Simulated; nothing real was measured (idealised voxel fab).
Name of the process module below: voxel wiring stack
This is section cut - it's 230 nm across, gridded in 5 nm square cells.
How to read a cross-section here: the picture is a grid of square cells, written as bands going from the top down, and any band can span one or more rows of cells.
The entry gives the band's vertical extent as a top height and a bottom height in nm, then its horizontal make-up as materials from left to right, each with a width in nm. "blank" stands for empty space; a single material marked "all across" fills the band edge to edge.
We count height from 0. Below that, the starting wafer is all one material. The lowest band never ends at the bottom but goes on down; see "z 0 and below" for how that is written.
Note: "30..40" means the width goes from the first number (top row of the band) to the second number (bottom row) in equal steps per row of cells.
Any step labelled "nothing altered" changed none of the cells in the cross-section.
"Fully sealed voids": sealed empty spaces, 8 cells or more, no open way to top, listed width x height at distance, with distance from the left edge and width, height and distance in nm.
That trailing text on a step's line, after the settings, is the simulator's own remark on the step.
On any step carrying a mask, the "overlay nm" setting, if present on the step's line, tells how far right of its planned place the mask lay; negative values point to the left.
This section lists the process steps that were planned
- 1: RECEIVE: material Si
- 2: CONFORMAL_DEP: material SiO2, thk nm 15
- 3: CONFORMAL_DEP: material SiCN, thk nm 5
- 4: DIRECTIONAL_DEP: material SiO2, thk nm 25
- 5: DIRECTIONAL_DEP: material aC, thk nm 10
- 6: PATTERN: tone open, mask id METAL_1, material resist, width nm 25, pitch nm 50, thk nm 25, overlay nm 0
- 7: DIRECTIONAL_ETCH: etch materials aC, depth nm 10
- 8: STRIP: etch materials resist
- 9: DIRECTIONAL_ETCH: etch materials SiO2, depth nm 25
- 10: DIRECTIONAL_ETCH: etch materials SiCN, depth nm 5
- 11: STRIP: etch materials aC
- 12: CONFORMAL_DEP: material TiN, thk nm 5
- 13: FILL_DEP: material W, thk nm 5
- 14: CMP: height nm 45
- 15: CONFORMAL_DEP: material SiCN, thk nm 5
- 16: DIRECTIONAL_DEP: material lowk, thk nm 15
- 17: DIRECTIONAL_DEP: material aC, thk nm 15
- 18: PATTERN: tone open, mask id PLUG_1, material resist, width nm 15, pitch nm 100, thk nm 35, overlay nm 0
- 19: DIRECTIONAL_ETCH: etch materials aC, depth nm 15
- 20: STRIP: etch materials resist
- 21: DIRECTIONAL_ETCH: etch materials lowk, depth nm 15
- 22: DIRECTIONAL_ETCH: etch materials SiCN, depth nm 5
- 23: STRIP: etch materials aC
- 24: EPI: material Ru, thk nm 10
- 25: EPI: material Ru, thk nm 10
- 26: CONFORMAL_DEP: material SiN, thk nm 5
- 27: DIRECTIONAL_DEP: material SiO2, thk nm 20
- 28: MASKED_ETCH: tone open, mask id METAL_2, width nm 25, pitch nm 50, etch materials SiO2, depth nm 20, overlay nm 0
- 29: MASKED_ETCH: tone open, mask id METAL_2, width nm 25, pitch nm 50, etch materials SiN, depth nm 5, overlay nm 0
- 30: CONFORMAL_DEP: material TiN, thk nm 5
- 31: FILL_DEP: material Cu, thk nm 10
- 32: CMP: height nm 90
- 33: CONFORMAL_DEP: material SiCN, thk nm 5
- 34: DIRECTIONAL_DEP: material SiO2, thk nm 10
- 35: DIRECTIONAL_DEP: material aC, thk nm 15
- 36: PATTERN: tone open, mask id PLUG_2, material resist, width nm 15, pitch nm 100, thk nm 30, overlay nm 0
- 37: DIRECTIONAL_ETCH: etch materials aC, depth nm 15
- 38: STRIP: etch materials resist
- 39: DIRECTIONAL_ETCH: etch materials SiO2, depth nm 10
- 40: DIRECTIONAL_ETCH: etch materials SiCN, depth nm 5
- 41: STRIP: etch materials aC
- 42: CONFORMAL_DEP: material TiN, thk nm 5
- 43: FILL_DEP: material Ru, thk nm 5
- 44: CMP: height nm 105
- 45: DIRECTIONAL_DEP: material TiN, thk nm 5
- 46: DIRECTIONAL_DEP: material Ru, thk nm 25
- 47: DIRECTIONAL_DEP: material aC, thk nm 10
- 48: PATTERN: tone cover, mask id METAL_3, material resist, width nm 25, pitch nm 50, thk nm 30, overlay nm 0
- 49: DIRECTIONAL_ETCH: etch materials aC, depth nm 10
- 50: STRIP: etch materials resist
- 51: DIRECTIONAL_ETCH: etch materials Ru, depth nm 25
- 52: DIRECTIONAL_ETCH: etch materials TiN, depth nm 5
- 53: STRIP: etch materials aC
- 54: CONFORMAL_DEP: material SiCN, thk nm 5
- 55: FILL_DEP: material SiO2, thk nm 10
- 56: CMP: height nm 135
- 57: CONFORMAL_DEP: material SiCN, thk nm 5
- 58: DIRECTIONAL_DEP: material lowk, thk nm 10
- 59: PATTERN: tone open, mask id PLUG_3, material resist, width nm 15, pitch nm 100, thk nm 20, overlay nm 0
- 60: DIRECTIONAL_ETCH: etch materials lowk, depth nm 10
- 61: DIRECTIONAL_ETCH: etch materials SiCN, depth nm 5
- 62: STRIP: etch materials resist
- 63: CONFORMAL_DEP: material TiN, thk nm 5
- 64: FILL_DEP: material Ru, thk nm 5
- 65: CMP: height nm 150
- 66: DIRECTIONAL_DEP: material TiN, thk nm 5
- 67: DIRECTIONAL_DEP: material W, thk nm 20
- 68: PATTERN: tone cover, mask id METAL_4, material resist, width nm 25, pitch nm 50, thk nm 20, overlay nm 0
- 69: DIRECTIONAL_ETCH: etch materials W, depth nm 20
- 70: DIRECTIONAL_ETCH: etch materials TiN, depth nm 5
- 71: STRIP: etch materials resist
- 72: FILL_DEP: material SiO2, thk nm 5
- 73: CMP: height nm 175
- 74: CONFORMAL_DEP: material SiN, thk nm 5
Shown in cross-section is the wafer as received, that is, as it stands after step 1
- z 0 and below | Si all across
- Fully sealed voids: none
Final cross-section, module run with one mistake (start and plan as above)
- z 190 to 175 | SiN all across
- z 175 to 155 | 25 of SiO2, 25 of W, 25 of SiO2, 25 of W, 25 of SiO2, 25 of W, 25 of SiO2, 25 of W, 30 of SiO2
- z 155 to 150 | 25 of SiO2, 25 of TiN, 25 of SiO2, 25 of TiN, 25 of SiO2, 25 of TiN, 25 of SiO2, 25 of TiN, 30 of SiO2
- z 150 to 140 | 25 of lowk, 5 of TiN, 5 of Ru, 5 of TiN, 85 of lowk, 5 of TiN, 5 of Ru, 5 of TiN, 90 of lowk
- z 140 to 135 | 25 of SiCN, 15 of TiN, 85 of SiCN, 15 of TiN, 90 of SiCN
- z 135 to 110 | 20 of SiO2, 5 of SiCN, 25 of Ru, 5 of SiCN, 15 of SiO2, 5 of SiCN, 25 of Ru, 5 of SiCN, 15 of SiO2, 5 of SiCN, 25 of Ru, 5 of SiCN, 15 of SiO2, 5 of SiCN, 25 of Ru, 5 of SiCN, 25 of SiO2
- z 110 to 105 | 25 of SiCN, 25 of TiN, 25 of SiCN, 25 of TiN, 25 of SiCN, 25 of TiN, 25 of SiCN, 25 of TiN, 30 of SiCN
- z 105 to 95 | 25 of SiO2, 5 of TiN, 5 of Ru, 5 of TiN, 85 of SiO2, 5 of TiN, 5 of Ru, 5 of TiN, 90 of SiO2
- z 95 to 90 | 25 of SiCN, 15 of TiN, 85 of SiCN, 15 of TiN, 90 of SiCN
- z 90 to 70 | 25 of SiO2, 5 of TiN, 15 of Cu, 5 of TiN, 25 of SiO2, 5 of TiN, 15 of Cu, 5 of TiN, 25 of SiO2, 5 of TiN, 15 of Cu, 5 of TiN, 25 of SiO2, 5 of TiN, 15 of Cu, 5 of TiN, 30 of SiO2
- z 70 to 65 | 25 of SiN, 25 of TiN, 25 of SiN, 25 of TiN, 25 of SiN, 25 of TiN, 25 of SiN, 25 of TiN, 30 of SiN
- z 65 to 50 | 25 of lowk, 15 of Ru, 85 of lowk, 15 of Ru, 90 of lowk
- z 50 to 45 | 25 of SiCN, 15 of Ru, 85 of SiCN, 15 of Ru, 90 of SiCN
- z 45 to 20 | 25 of SiO2, 5 of TiN, 15 of W, 5 of TiN, 25 of SiO2, 5 of TiN, 15 of W, 5 of TiN, 25 of SiO2, 5 of TiN, 15 of W, 5 of TiN, 25 of SiO2, 5 of TiN, 15 of W, 5 of TiN, 30 of SiO2
- z 20 to 15 | 25 of SiCN, 25 of TiN, 25 of SiCN, 25 of TiN, 25 of SiCN, 25 of TiN, 25 of SiCN, 25 of TiN, 30 of SiCN
- z 15 to 0 | SiO2 all across
- z 0 and below | Si all across
- Fully sealed voids: none
Heads up, the wafer didn't run the way we planned it: contrary to plan, step 74 was performed as CONFORMAL_DEP: material SiN, thk nm 15
